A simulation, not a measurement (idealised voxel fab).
Proc. module: voxel wiring stack
The cross-section shown here is cut; it is 280 nm wide and divided into square cells measuring 5 nm on a side.
A cross-section is written here as square cells arranged in a grid, and it is given in bands from the top down, each band taking up one or more rows of cells.
Quick guide to a band line: top height, bottom height (nm) up front; then every material left to right with its width in nm. Only one material and it's marked "all across"? Then it fills the band edge to edge. And "air" just means empty space.
Below 0: as-received wafer, all one material; heights counted from there. Lowest band: no bottom, goes on down, written "0..down".
So if you see something like "30->40" for the width, read it as the top row of the band sitting at the first number and the bottom row at the second, with every row in between moving by the same amount as the last.
When a step is marked "no alterations made", none of the cells in the cross-section changed during that step.
Empty spaces without an open route to the top, at least 8 cells in extent, make up the entry "Closed void table"; each is given as width x height at distance, where the distance is measured from the left edge, and all are in nm.
Whatever follows a step's settings on its line is a remark the simulator itself makes about that step.
Each step line may optionally specify "overlay nm", which for a step with a mask gives the rightward distance between the mask's planned place and where it lay, a negative value indicating the leftward direction.

PLANNED PROCESS STEPS
1. op RECEIVE | material Si
2. op CONFORMAL_DEP | material SiO2 | thk nm 10
3. op DIRECTIONAL_DEP | material TiN | thk nm 5
4. op DIRECTIONAL_DEP | material Ru | thk nm 20
5. op PATTERN | tone cover | mask id METAL_1 | material resist | width nm 20 | pitch nm 40 | thk nm 20 | overlay nm 0
6. op DIRECTIONAL_ETCH | etch materials Ru | depth nm 20
7. op DIRECTIONAL_ETCH | etch materials TiN | depth nm 5
8. op STRIP | etch materials resist
9. op FILL_DEP | material SiO2 | thk nm 10
10. op CMP | height nm 35
11. op CONFORMAL_DEP | material SiCN | thk nm 5
12. op DIRECTIONAL_DEP | material lowk | thk nm 10
13. op MASKED_ETCH | tone open | mask id PLUG_1 | width nm 15 | etch materials lowk | depth nm 10 | overlay nm 0
14. op MASKED_ETCH | tone open | mask id PLUG_1 | width nm 15 | etch materials SiCN | depth nm 5 | overlay nm 0
15. op CONFORMAL_DEP | material TiN | thk nm 5
16. op FILL_DEP | material Ru | thk nm 10
17. op CMP | height nm 50
18. op CONFORMAL_DEP | material SiCN | thk nm 5
19. op DIRECTIONAL_DEP | material SiO2 | thk nm 15
20. op MASKED_ETCH | tone open | mask id METAL_2 | width nm 20 | pitch nm 40 | etch materials SiO2 | depth nm 15 | overlay nm 0
21. op MASKED_ETCH | tone open | mask id METAL_2 | width nm 20 | pitch nm 40 | etch materials SiCN | depth nm 5 | overlay nm 0
22. op CONFORMAL_DEP | material TiN | thk nm 5
23. op FILL_DEP | material Ru | thk nm 10
24. op CMP | height nm 70
25. op EPI | material Ru | thk nm 5
26. op FILL_DEP | material SiCN | thk nm 5

THE FIRST WAFER OF TWO, PROCESSED AS PLANNED

DELIVERED WAFER IN CROSS-SECTION: STATE AFTER STEP 1
    0..down: Si all across
    Closed void table: none

THE FOLLOWING CROSS-SECTION DEPICTS THE WAFER UPON COMPLETION OF STEP 2
    10..0: SiO2 all across
    Nothing below the height 0 has changed.

THE FOLLOWING CROSS-SECTION DEPICTS THE WAFER UPON COMPLETION OF STEP 3
    15..10: TiN all across
    Nothing below the height 10 has changed.

THE FOLLOWING CROSS-SECTION DEPICTS THE WAFER UPON COMPLETION OF STEP 4
    35..15: Ru all across
    Nothing below the height 15 has changed.

THE FOLLOWING CROSS-SECTION DEPICTS THE WAFER UPON COMPLETION OF STEP 5
    55..35: 110 of air / 20 of resist / 20 of air / 20 of resist / 110 of air
    Nothing below the height 35 has changed.

THE FOLLOWING CROSS-SECTION DEPICTS THE WAFER UPON COMPLETION OF STEP 6
    55..35: 110 of air / 20 of resist / 20 of air / 20 of resist / 110 of air
    35..15: 110 of air / 20 of Ru / 20 of air / 20 of Ru / 110 of air
    Nothing below the height 15 has changed.

THE FOLLOWING CROSS-SECTION DEPICTS THE WAFER UPON COMPLETION OF STEP 7
    55..35: 110 of air / 20 of resist / 20 of air / 20 of resist / 110 of air
    35..15: 110 of air / 20 of Ru / 20 of air / 20 of Ru / 110 of air
    15..10: 110 of air / 20 of TiN / 20 of air / 20 of TiN / 110 of air
    Nothing below the height 10 has changed.

THE FOLLOWING CROSS-SECTION DEPICTS THE WAFER UPON COMPLETION OF STEP 8
    35..15: 110 of air / 20 of Ru / 20 of air / 20 of Ru / 110 of air
    Nothing below the height 15 has changed.

THE FOLLOWING CROSS-SECTION DEPICTS THE WAFER UPON COMPLETION OF STEP 9
    45..35: SiO2 all across
    35..15: 110 of SiO2 / 20 of Ru / 20 of SiO2 / 20 of Ru / 110 of SiO2
    15..10: 110 of SiO2 / 20 of TiN / 20 of SiO2 / 20 of TiN / 110 of SiO2
    Nothing below the height 10 has changed.

THE FOLLOWING CROSS-SECTION DEPICTS THE WAFER UPON COMPLETION OF STEP 10
    35..15: 110 of SiO2 / 20 of Ru / 20 of SiO2 / 20 of Ru / 110 of SiO2
    Nothing below the height 15 has changed.

THE FOLLOWING CROSS-SECTION DEPICTS THE WAFER UPON COMPLETION OF STEP 11
    40..35: SiCN all across
    Nothing below the height 35 has changed.

THE FOLLOWING CROSS-SECTION DEPICTS THE WAFER UPON COMPLETION OF STEP 12
    50..40: lowk all across
    Nothing below the height 40 has changed.

THE FOLLOWING CROSS-SECTION DEPICTS THE WAFER UPON COMPLETION OF STEP 13
    50..40: 110 of lowk / 15 of air / 155 of lowk
    Nothing below the height 40 has changed.

THE FOLLOWING CROSS-SECTION DEPICTS THE WAFER UPON COMPLETION OF STEP 14
    50..40: 110 of lowk / 15 of air / 155 of lowk
    40..35: 110 of SiCN / 15 of air / 155 of SiCN
    Nothing below the height 35 has changed.

THE FOLLOWING CROSS-SECTION DEPICTS THE WAFER UPON COMPLETION OF STEP 15
    55..50: 115 of TiN / 5 of air / 160 of TiN
    50..40: 110 of lowk / 5 of TiN / 5 of air / 5 of TiN / 155 of lowk
    40..35: 110 of SiCN / 15 of TiN / 155 of SiCN
    Nothing below the height 35 has changed.

THE FOLLOWING CROSS-SECTION DEPICTS THE WAFER UPON COMPLETION OF STEP 16
    65..55: Ru all across
    55..50: 115 of TiN / 5 of Ru / 160 of TiN
    50..40: 110 of lowk / 5 of TiN / 5 of Ru / 5 of TiN / 155 of lowk
    Nothing below the height 40 has changed.

THE FOLLOWING CROSS-SECTION DEPICTS THE WAFER UPON COMPLETION OF STEP 17
    50..40: 110 of lowk / 5 of TiN / 5 of Ru / 5 of TiN / 155 of lowk
    Nothing below the height 40 has changed.

THE FOLLOWING CROSS-SECTION DEPICTS THE WAFER UPON COMPLETION OF STEP 18
    55..50: SiCN all across
    Nothing below the height 50 has changed.

THE FOLLOWING CROSS-SECTION DEPICTS THE WAFER UPON COMPLETION OF STEP 19
    70..55: SiO2 all across
    Nothing below the height 55 has changed.

THE FOLLOWING CROSS-SECTION DEPICTS THE WAFER UPON COMPLETION OF STEP 20
    70..55: 110 of SiO2 / 20 of air / 20 of SiO2 / 20 of air / 110 of SiO2
    Nothing below the height 55 has changed.

THE FOLLOWING CROSS-SECTION DEPICTS THE WAFER UPON COMPLETION OF STEP 21
    70..55: 110 of SiO2 / 20 of air / 20 of SiO2 / 20 of air / 110 of SiO2
    55..50: 110 of SiCN / 20 of air / 20 of SiCN / 20 of air / 110 of SiCN
    Nothing below the height 50 has changed.

THE FOLLOWING CROSS-SECTION DEPICTS THE WAFER UPON COMPLETION OF STEP 22
    75..70: 115 of TiN / 10 of air / 30 of TiN / 10 of air / 115 of TiN
    70..55: 110 of SiO2 / 5 of TiN / 10 of air / 5 of TiN / 20 of SiO2 / 5 of TiN / 10 of air / 5 of TiN / 110 of SiO2
    55..50: 110 of SiCN / 20 of TiN / 20 of SiCN / 20 of TiN / 110 of SiCN
    Nothing below the height 50 has changed.

THE FOLLOWING CROSS-SECTION DEPICTS THE WAFER UPON COMPLETION OF STEP 23
    85..75: Ru all across
    75..70: 115 of TiN / 10 of Ru / 30 of TiN / 10 of Ru / 115 of TiN
    70..55: 110 of SiO2 / 5 of TiN / 10 of Ru / 5 of TiN / 20 of SiO2 / 5 of TiN / 10 of Ru / 5 of TiN / 110 of SiO2
    Nothing below the height 55 has changed.

THE FOLLOWING CROSS-SECTION DEPICTS THE WAFER UPON COMPLETION OF STEP 24
    70..55: 110 of SiO2 / 5 of TiN / 10 of Ru / 5 of TiN / 20 of SiO2 / 5 of TiN / 10 of Ru / 5 of TiN / 110 of SiO2
    Nothing below the height 55 has changed.

THE FOLLOWING CROSS-SECTION DEPICTS THE WAFER UPON COMPLETION OF STEP 25
    75..70: 105 of air / 30 of Ru / 10 of air / 30 of Ru / 105 of air
    Nothing below the height 70 has changed.

THE FOLLOWING CROSS-SECTION DEPICTS THE WAFER UPON COMPLETION OF STEP 26
    80..75: SiCN all across
    75..70: 105 of SiCN / 30 of Ru / 10 of SiCN / 30 of Ru / 105 of SiCN
    Nothing below the height 70 has changed.

IT IS TO BE NOTED THAT THE SECOND WAFER PROCEEDED FROM THE SAME INITIAL STATE AND ACCORDING TO THE SAME PLAN AS THE FIRST, ALTHOUGH ONE MISTAKE WAS COMMITTED IN ITS EXECUTION; THROUGH STEP 16, INCLUSIVE, THE TWO WAFERS SHARE AN IDENTICAL HISTORY

THE SECOND WAFER CUT THROUGH, AT THE TIME STEP 17 WAS SUPPOSED TO BE FINISHED
    50..40: 110 of lowk / 5 of TiN / 5 of Ru / 5 of TiN / 155 of lowk
    Nothing below the height 40 has changed.

THE SECOND WAFER CUT THROUGH, AT THE TIME STEP 18 WAS SUPPOSED TO BE FINISHED
    55..50: SiCN all across
    Nothing below the height 50 has changed.

THE SECOND WAFER CUT THROUGH, AT THE TIME STEP 19 WAS SUPPOSED TO BE FINISHED
    70..55: SiO2 all across
    Nothing below the height 55 has changed.

THE SECOND WAFER CUT THROUGH, AT THE TIME STEP 20 WAS SUPPOSED TO BE FINISHED
    70..55: 110 of SiO2 / 20 of air / 20 of SiO2 / 20 of air / 110 of SiO2
    Nothing below the height 55 has changed.

THE SECOND WAFER CUT THROUGH, AT THE TIME STEP 21 WAS SUPPOSED TO BE FINISHED
    70..55: 110 of SiO2 / 20 of air / 20 of SiO2 / 20 of air / 110 of SiO2
    55..50: 110 of SiCN / 20 of air / 20 of SiCN / 20 of air / 110 of SiCN
    Nothing below the height 50 has changed.

THE SECOND WAFER CUT THROUGH, AT THE TIME STEP 22 WAS SUPPOSED TO BE FINISHED
    75..70: 115 of TiN / 10 of air / 30 of TiN / 10 of air / 115 of TiN
    70..55: 110 of SiO2 / 5 of TiN / 10 of air / 5 of TiN / 20 of SiO2 / 5 of TiN / 10 of air / 5 of TiN / 110 of SiO2
    55..50: 110 of SiCN / 20 of TiN / 20 of SiCN / 20 of TiN / 110 of SiCN
    Nothing below the height 50 has changed.

THE SECOND WAFER CUT THROUGH, AT THE TIME STEP 23 WAS SUPPOSED TO BE FINISHED
    85..75: Ru all across
    75..70: 115 of TiN / 10 of Ru / 30 of TiN / 10 of Ru / 115 of TiN
    70..55: 110 of SiO2 / 5 of TiN / 10 of Ru / 5 of TiN / 20 of SiO2 / 5 of TiN / 10 of Ru / 5 of TiN / 110 of SiO2
    Nothing below the height 55 has changed.

THE SECOND WAFER CUT THROUGH, AT THE TIME STEP 24 WAS SUPPOSED TO BE FINISHED
    70..55: 110 of SiO2 / 5 of TiN / 10 of Ru / 5 of TiN / 20 of SiO2 / 5 of TiN / 10 of Ru / 5 of TiN / 110 of SiO2
    Nothing below the height 55 has changed.

THE SECOND WAFER CUT THROUGH, AT THE TIME STEP 25 WAS SUPPOSED TO BE FINISHED
    75..70: 105 of air / 30 of Ru / 10 of air / 30 of Ru / 105 of air
    Nothing below the height 70 has changed.

THE SECOND WAFER CUT THROUGH, AT THE TIME STEP 26 WAS SUPPOSED TO BE FINISHED
    80..75: SiCN all across
    75..70: 105 of SiCN / 30 of Ru / 10 of SiCN / 30 of Ru / 105 of SiCN
    Nothing below the height 70 has changed.
Run error: regarding the plan, step 17 was run twice
The mistake has no effect on what this model computes, because the two wafers end with the same cross-section.
